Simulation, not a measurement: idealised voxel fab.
Presented below is a process module, voxel trench capacitor.
Square cell edge 5 nm, section width 225 nm, ID cut.
Cross-sections here: square-cell grids, written as top-down lists of bands, a band being one or more rows of cells.
For a band, the entry starts with two heights in nm, that of the top and then that of the bottom, and carries on with the band's materials in order from left to right, each alongside its width in nm; the word "edge to edge" beside a single material means it fills the band edge to edge, and "air" means empty space.
All heights in this document are referenced to 0, defined as the level beneath which the wafer, as received, consists entirely of one material. The lowest band is not bounded below; it extends indefinitely downward and is written in the form "z 0 and below".
The width entry "30..40" should be interpreted row by row: the top row of cells in the band takes the first number, the bottom row takes the second number, and the change between adjacent rows is uniform throughout.
Basically "all unchanged" means that step didn't change any cell in the cross-section.
"Fully sealed voids" enumerates empty spaces isolated from the top, with no open way to it, that contain at least 8 cells, giving each as width x height at distance from the left edge, all three in nm.
Read whatever lies past the settings on a step's line as the simulator's own remark about the step.
Regarding "overlay nm": on a step with a mask, it is the distance the mask lay to the right of its planned place; a negative value places it to the left.

The following list gives the planned process steps
1: RECEIVE,material Si
2: CONFORMAL_DEP,material SiN,thk nm 5
3: PATTERN,tone open,mask id TRENCH,material resist,width nm 30,pitch nm 55,thk nm 20,overlay nm 0
4: DIRECTIONAL_ETCH,etch materials SiN,depth nm 5
5: DIRECTIONAL_ETCH,etch materials Si,depth nm 35
6: STRIP,etch materials resist
7: CONFORMAL_DEP,material Al2O3,thk nm 5
8: CONFORMAL_DEP,material TiN,thk nm 5
9: FILL_DEP,material W,thk nm 5
10: CMP,height nm 5

Here's what the wafer looked like in cross-section when it arrived - that's after step 1
- z 0 and below | Si edge to edge
- Fully sealed voids: none

first wafer at the end, as planned
- z 5 to 0 | 40 of SiN, then 5 of Al2O3, then 5 of TiN, then 10 of W, then 5 of TiN, then 5 of Al2O3, then 25 of SiN, then 5 of Al2O3, then 5 of TiN, then 10 of W, then 5 of TiN, then 5 of Al2O3, then 25 of SiN, then 5 of Al2O3, then 5 of TiN, then 10 of W, then 5 of TiN, then 5 of Al2O3, then 45 of SiN
- z 0 to -25 | 40 of Si, then 5 of Al2O3, then 5 of TiN, then 10 of W, then 5 of TiN, then 5 of Al2O3, then 25 of Si, then 5 of Al2O3, then 5 of TiN, then 10 of W, then 5 of TiN, then 5 of Al2O3, then 25 of Si, then 5 of Al2O3, then 5 of TiN, then 10 of W, then 5 of TiN, then 5 of Al2O3, then 45 of Si
- z -25 to -30 | 40 of Si, then 5 of Al2O3, then 20 of TiN, then 5 of Al2O3, then 25 of Si, then 5 of Al2O3, then 20 of TiN, then 5 of Al2O3, then 25 of Si, then 5 of Al2O3, then 20 of TiN, then 5 of Al2O3, then 45 of Si
- z -30 to -35 | 40 of Si, then 30 of Al2O3, then 25 of Si, then 30 of Al2O3, then 25 of Si, then 30 of Al2O3, then 45 of Si
- z -35 and below | Si edge to edge
- Fully sealed voids: none

Module end: cross-section of wafer two of two. Same start and process plan as the first wafer. One mistake during execution
- z 5 to 0 | 45 of SiN, then 5 of Al2O3, then 10 of TiN, then 5 of Al2O3, then 35 of SiN, then 5 of Al2O3, then 10 of TiN, then 5 of Al2O3, then 35 of SiN, then 5 of Al2O3, then 10 of TiN, then 5 of Al2O3, then 50 of SiN
- z 0 to -30 | 45 of Si, then 5 of Al2O3, then 10 of TiN, then 5 of Al2O3, then 35 of Si, then 5 of Al2O3, then 10 of TiN, then 5 of Al2O3, then 35 of Si, then 5 of Al2O3, then 10 of TiN, then 5 of Al2O3, then 50 of Si
- z -30 to -35 | 45 of Si, then 20 of Al2O3, then 35 of Si, then 20 of Al2O3, then 35 of Si, then 20 of Al2O3, then 50 of Si
- z -35 and below | Si edge to edge
- Fully sealed voids: none
The mistake made against the process plan was this: step 3 was not run as planned; what actually ran was PATTERN,tone open,mask id TRENCH,material resist,width nm 20,pitch nm 55,thk nm 20,overlay nm 0
Final wafer comparison in cells, second versus first, more or fewer per material: 6 fewer of Al2O3 | 42 more of Si | 6 more of SiN | 6 fewer of TiN | 36 fewer of W
